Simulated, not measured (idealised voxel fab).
process module | voxel air gaps
cross-section cut | 280 nm wide | cells 5 nm
A cross-section is a grid of square cells, given in bands from the top down. A band is one or more rows of cells.
Each band's line starts with the height of the band's top and of its bottom, in nm. Then come its materials from left to right, each with its width in nm. One material with "throughout" fills the band from edge to edge. "air" is empty space.
Height 0 is the level under which the wafer as received is all one material. The lowest band goes on downwards, as in "0 down".
A width such as "30 to 40" changes by the same amount from each row of cells to the next, from the band's top row to its bottom row.
"no change" after a step means that no cell of the cross-section changed.
closed voids: empty space of 8 cells or more with no open way to the top, each as width x height at its distance from the left edge, in nm
after a step's settings: what the simulator itself notes on the step
overlay nm, on a step with a mask: how far to the right of its planned place the mask lay; to the left if negative
Each pair below shows a cross-section before one step and the cross-section after it, down to the lowest band that changed. The line under each pair gives the step between them, with its settings. The pairs can come from different runs of this module on the same starting wafer, so a pair continues from the pair above only where its "before" says so.
before
  60 to 50: air 45 | Ru 40 | air 10 | Ru 40 | air 10 | Ru 40 | air 10 | Ru 40 | air 45
  50 to 25: air 55 | TiN 5 | Cu 10 | TiN 5 | air 30 | TiN 5 | Cu 10 | TiN 5 | air 30 | TiN 5 | Cu 10 | TiN 5 | air 30 | TiN 5 | Cu 10 | TiN 5 | air 55
  25 to 20: air 55 | TiN 20 | air 30 | TiN 20 | air 30 | TiN 20 | air 30 | TiN 20 | air 55
  20 to 15: SiCN throughout
  15 to 0: aC throughout
  0 down: Si throughout
  closed voids: none
after
  65 to 60: air 40 | SiCN 200 | air 40
  60 to 50: air 40 | SiCN 5 | Ru 40 | SiCN 10 | Ru 40 | SiCN 10 | Ru 40 | SiCN 10 | Ru 40 | SiCN 5 | air 40
  50 to 45: air 40 | SiCN 15 | TiN 5 | Cu 10 | TiN 5 | SiCN 30 | TiN 5 | Cu 10 | TiN 5 | SiCN 30 | TiN 5 | Cu 10 | TiN 5 | SiCN 30 | TiN 5 | Cu 10 | TiN 5 | SiCN 15 | air 40
  45 to 25: air 50 | SiCN 5 | TiN 5 | Cu 10 | TiN 5 | SiCN 5 | air 20 | SiCN 5 | TiN 5 | Cu 10 | TiN 5 | SiCN 5 | air 20 | SiCN 5 | TiN 5 | Cu 10 | TiN 5 | SiCN 5 | air 20 | SiCN 5 | TiN 5 | Cu 10 | TiN 5 | SiCN 5 | air 50
  25 to 20: SiCN 55 | TiN 20 | SiCN 30 | TiN 20 | SiCN 30 | TiN 20 | SiCN 30 | TiN 20 | SiCN 55
  below 20: unchanged
  closed voids: 20 x 20 at 80; 20 x 20 at 130; 20 x 20 at 180
the step between: op CONFORMAL_DEP | material SiCN | thk nm 5
before
  65 to 50: aC throughout
  50 to 20: lowk throughout
  20 to 15: SiCN throughout
  15 to 0: SiO2 throughout
  0 down: Si throughout
  closed voids: none
after
  95 to 65: air 55 | resist 20 | air 30 | resist 20 | air 30 | resist 20 | air 30 | resist 20 | air 55
  below 65: unchanged
  closed voids: none
the step between: op PATTERN | tone cover | mask id LINES | material resist | width nm 20 | pitch nm 50 | thk nm 30 | overlay nm 0
before: the cross-section after the pair above
after
  80 to 65: air 55 | resist 20 | air 30 | resist 20 | air 30 | resist 20 | air 30 | resist 20 | air 55
  65 to 50: air 55 | aC 20 | air 30 | aC 20 | air 30 | aC 20 | air 30 | aC 20 | air 55
  below 50: unchanged
  closed voids: none
the step between: op DIRECTIONAL_ETCH | etch materials aC | depth nm 15
before: the cross-section after the pair above
after
  65 to 50: air 55 | aC 20 | air 30 | aC 20 | air 30 | aC 20 | air 30 | aC 20 | air 55
  below 50: unchanged
  closed voids: none
the step between: op STRIP | etch materials resist
before: the cross-section after the pair above
after
  65 to 50: air 55 | aC 20 | air 30 | aC 20 | air 30 | aC 20 | air 30 | aC 20 | air 55
  50 to 20: air 55 | lowk 20 | air 30 | lowk 20 | air 30 | lowk 20 | air 30 | lowk 20 | air 55
  below 20: unchanged
  closed voids: none
the step between: op DIRECTIONAL_ETCH | etch materials lowk | depth nm 30
before: the cross-section after the pair above
after
  50 to 20: air 55 | lowk 20 | air 30 | lowk 20 | air 30 | lowk 20 | air 30 | lowk 20 | air 55
  below 20: unchanged
  closed voids: none
the step between: op STRIP | etch materials aC
before: the cross-section after the pair above
after
  55 to 50: air 50 | TiN 30 | air 20 | TiN 30 | air 20 | TiN 30 | air 20 | TiN 30 | air 50
  50 to 25: air 50 | TiN 5 | lowk 20 | TiN 5 | air 20 | TiN 5 | lowk 20 | TiN 5 | air 20 | TiN 5 | lowk 20 | TiN 5 | air 20 | TiN 5 | lowk 20 | TiN 5 | air 50
  25 to 20: TiN 55 | lowk 20 | TiN 30 | lowk 20 | TiN 30 | lowk 20 | TiN 30 | lowk 20 | TiN 55
  below 20: unchanged
  closed voids: none
the step between: op CONFORMAL_DEP | material TiN | thk nm 5
before: the cross-section after the pair above
after
  60 to 55: Cu throughout
  55 to 50: Cu 50 | TiN 30 | Cu 20 | TiN 30 | Cu 20 | TiN 30 | Cu 20 | TiN 30 | Cu 50
  50 to 25: Cu 50 | TiN 5 | lowk 20 | TiN 5 | Cu 20 | TiN 5 | lowk 20 | TiN 5 | Cu 20 | TiN 5 | lowk 20 | TiN 5 | Cu 20 | TiN 5 | lowk 20 | TiN 5 | Cu 50
  below 25: unchanged
  closed voids: none
the step between: op FILL_DEP | material Cu | thk nm 5
before: the cross-section after the pair above
after
  50 to 25: Cu 50 | TiN 5 | lowk 20 | TiN 5 | Cu 20 | TiN 5 | lowk 20 | TiN 5 | Cu 20 | TiN 5 | lowk 20 | TiN 5 | Cu 20 | TiN 5 | lowk 20 | TiN 5 | Cu 50
  below 25: unchanged
  closed voids: none
the step between: op CMP | height nm 50
before: the cross-section after the pair above
after
  60 to 50: Ru throughout
  below 50: unchanged
  closed voids: none
the step between: op EPI | material Ru | thk nm 10
before: the cross-section after the pair above
after
  65 to 60: SiCN throughout
  below 60: unchanged
  closed voids: none
the step between: op CONFORMAL_DEP | material SiCN | thk nm 5
